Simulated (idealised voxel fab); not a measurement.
The process module that follows is named voxel wiring stack.
It is cross-section cut that appears here, measuring 235 nm in width, its square cells being 5 nm in size.
In what follows, cross-sections appear as grids of square cells, described through bands that run from the top down, where every band is one or more rows of cells.
A band entry consists of two parts. The first gives the height of the band's top and the height of its bottom, in nm. The rest lists the band's materials from left to right, each with its width in nm. A single material labelled with the word "everywhere" fills the band from edge to edge, and the word "empty" marks empty space.
Zero point of the height axis is 0; under it, received wafer = one material. Lowest band: continues down indefinitely, "0 down".
A width such as "30->40" changes by the same amount from each row of cells to the next, from the band's top row to its bottom row.
Step note "remained the same" = no cross-section cell changed.
Entry "Entrapped void list". Content: empty spaces with no open connection to the top, size 8 cells or greater. Each: width x height at distance. Distance: from left edge. Unit: nm.
Post-settings text on a step line: simulator's own remark regarding the step.
The "overlay nm" setting may appear on a step's line; for a step that uses a mask, it gives how far to the right of its planned position the mask lay, and a negative value indicates the left.
Intended process steps
step 1: RECEIVE: material Si
step 2: CONFORMAL_DEP: material SiO2, thk nm 10
step 3: CONFORMAL_DEP: material SiCN, thk nm 5
step 4: DIRECTIONAL_DEP: material lowk, thk nm 15
step 5: DIRECTIONAL_DEP: material aC, thk nm 15
step 6: PATTERN: tone open, mask id METAL_1, material resist, width nm 25, pitch nm 50, thk nm 30, overlay nm 0
step 7: DIRECTIONAL_ETCH: etch materials aC, depth nm 15
step 8: STRIP: etch materials resist
step 9: DIRECTIONAL_ETCH: etch materials lowk, depth nm 15
step 10: DIRECTIONAL_ETCH: etch materials SiCN, depth nm 5
step 11: STRIP: etch materials aC
step 12: CONFORMAL_DEP: material TiN, thk nm 5
step 13: FILL_DEP: material Cu, thk nm 10
step 14: CMP: height nm 30
step 15: CONFORMAL_DEP: material SiCN, thk nm 5
step 16: DIRECTIONAL_DEP: material lowk, thk nm 15
step 17: DIRECTIONAL_DEP: material aC, thk nm 10
step 18: PATTERN: tone open, mask id PLUG_1, material resist, width nm 15, pitch nm 50, thk nm 30, overlay nm 0
step 19: DIRECTIONAL_ETCH: etch materials aC, depth nm 10
step 20: STRIP: etch materials resist
step 21: DIRECTIONAL_ETCH: etch materials lowk, depth nm 15
step 22: DIRECTIONAL_ETCH: etch materials SiCN, depth nm 5
step 23: STRIP: etch materials aC
step 24: CONFORMAL_DEP: material TiN, thk nm 5
step 25: FILL_DEP: material Cu, thk nm 5
step 26: CMP: height nm 50
step 27: CONFORMAL_DEP: material SiCN, thk nm 5
step 28: DIRECTIONAL_DEP: material SiO2, thk nm 20
step 29: PATTERN: tone open, mask id METAL_2, material resist, width nm 25, pitch nm 50, thk nm 20, overlay nm 0
step 30: DIRECTIONAL_ETCH: etch materials SiO2, depth nm 20
step 31: DIRECTIONAL_ETCH: etch materials SiCN, depth nm 5
step 32: STRIP: etch materials resist
step 33: CONFORMAL_DEP: material TiN, thk nm 5
step 34: FILL_DEP: material W, thk nm 10
step 35: CMP: height nm 75
step 36: CONFORMAL_DEP: material SiCN, thk nm 5
step 37: DIRECTIONAL_DEP: material SiO2, thk nm 25
step 38: DIRECTIONAL_DEP: material aC, thk nm 15
step 39: PATTERN: tone open, mask id METAL_3, material resist, width nm 25, pitch nm 50, thk nm 35, overlay nm 0
step 40: DIRECTIONAL_ETCH: etch materials aC, depth nm 15
step 41: STRIP: etch materials resist
step 42: DIRECTIONAL_ETCH: etch materials SiO2, depth nm 15
step 43: STRIP: etch materials aC
step 44: PATTERN: tone open, mask id METAL_3_HOLES, material resist, width nm 15, pitch nm 50, thk nm 15, overlay nm 0
step 45: DIRECTIONAL_ETCH: etch materials SiO2, depth nm 10
step 46: DIRECTIONAL_ETCH: etch materials SiCN, depth nm 5
step 47: STRIP: etch materials resist
step 48: CONFORMAL_DEP: material TiN, thk nm 5
step 49: FILL_DEP: material Ru, thk nm 10
step 50: CMP: height nm 105
step 51: CONFORMAL_DEP: material SiCN, thk nm 5
The cross-section here shows the wafer as received, i.e. in its state after step 1
0 down | Si everywhere
Entrapped void list: none
Cross-section taken at module completion on the first of two wafers; processed per the plan
110 to 105 | SiCN everywhere
105 to 95 | 80 SiO2  5 TiN  15 Ru  5 TiN  25 SiO2  5 TiN  15 Ru  5 TiN  80 SiO2
95 to 90 | 80 SiO2  5 TiN  5 Ru  15 TiN  25 SiO2  5 TiN  5 Ru  15 TiN  80 SiO2
90 to 80 | 80 SiO2  5 TiN  5 Ru  5 TiN  35 SiO2  5 TiN  5 Ru  5 TiN  90 SiO2
80 to 75 | 80 SiCN  15 TiN  35 SiCN  15 TiN  90 SiCN
75 to 55 | 80 SiO2  5 TiN  15 W  5 TiN  25 SiO2  5 TiN  15 W  5 TiN  80 SiO2
55 to 50 | 80 SiCN  25 TiN  25 SiCN  25 TiN  80 SiCN
50 to 35 | 80 lowk  5 TiN  5 Cu  5 TiN  35 lowk  5 TiN  5 Cu  5 TiN  90 lowk
35 to 30 | 80 SiCN  15 TiN  35 SiCN  15 TiN  90 SiCN
30 to 15 | 80 lowk  5 TiN  15 Cu  5 TiN  25 lowk  5 TiN  15 Cu  5 TiN  80 lowk
15 to 10 | 80 SiCN  25 TiN  25 SiCN  25 TiN  80 SiCN
10 to 0 | SiO2 everywhere
0 down | Si everywhere
Entrapped void list: none
Cross-section, wafer two of two, end of module: same start and plan as wafer one, one error in execution
110 to 105 | SiCN everywhere
105 to 95 | 80 SiO2  5 TiN  15 Ru  5 TiN  25 SiO2  5 TiN  15 Ru  5 TiN  80 SiO2
95 to 90 | 80 SiO2  5 TiN  5 Ru  15 TiN  25 SiO2  5 TiN  5 Ru  15 TiN  80 SiO2
90 to 80 | 80 SiO2  5 TiN  5 Ru  5 TiN  35 SiO2  5 TiN  5 Ru  5 TiN  90 SiO2
80 to 75 | 80 SiCN  15 TiN  35 SiCN  15 TiN  90 SiCN
75 to 55 | 80 SiO2  5 TiN  15 W  5 TiN  25 SiO2  5 TiN  15 W  5 TiN  80 SiO2
55 to 50 | 80 SiCN  25 TiN  25 SiCN  25 TiN  80 SiCN
50 to 35 | 80 lowk  5 TiN  5 Cu  5 TiN  35 lowk  5 TiN  5 Cu  5 TiN  90 lowk
35 to 30 | 80 SiCN  15 TiN  35 SiCN  15 TiN  90 SiCN
30 to 15 | W everywhere
15 to 10 | SiCN everywhere
10 to 0 | SiO2 everywhere
0 down | Si everywhere
Entrapped void list: none
Where did the run depart from the plan? step 4 was processed under conditions differing from the plan, specifically as DIRECTIONAL_DEP: material W, thk nm 15
Wafer comparison, final, in cells, second relative to first, materials more or fewer: Cu: 18 fewer | SiCN: 10 more | TiN: 22 fewer | W: 141 more | lowk: 111 fewer
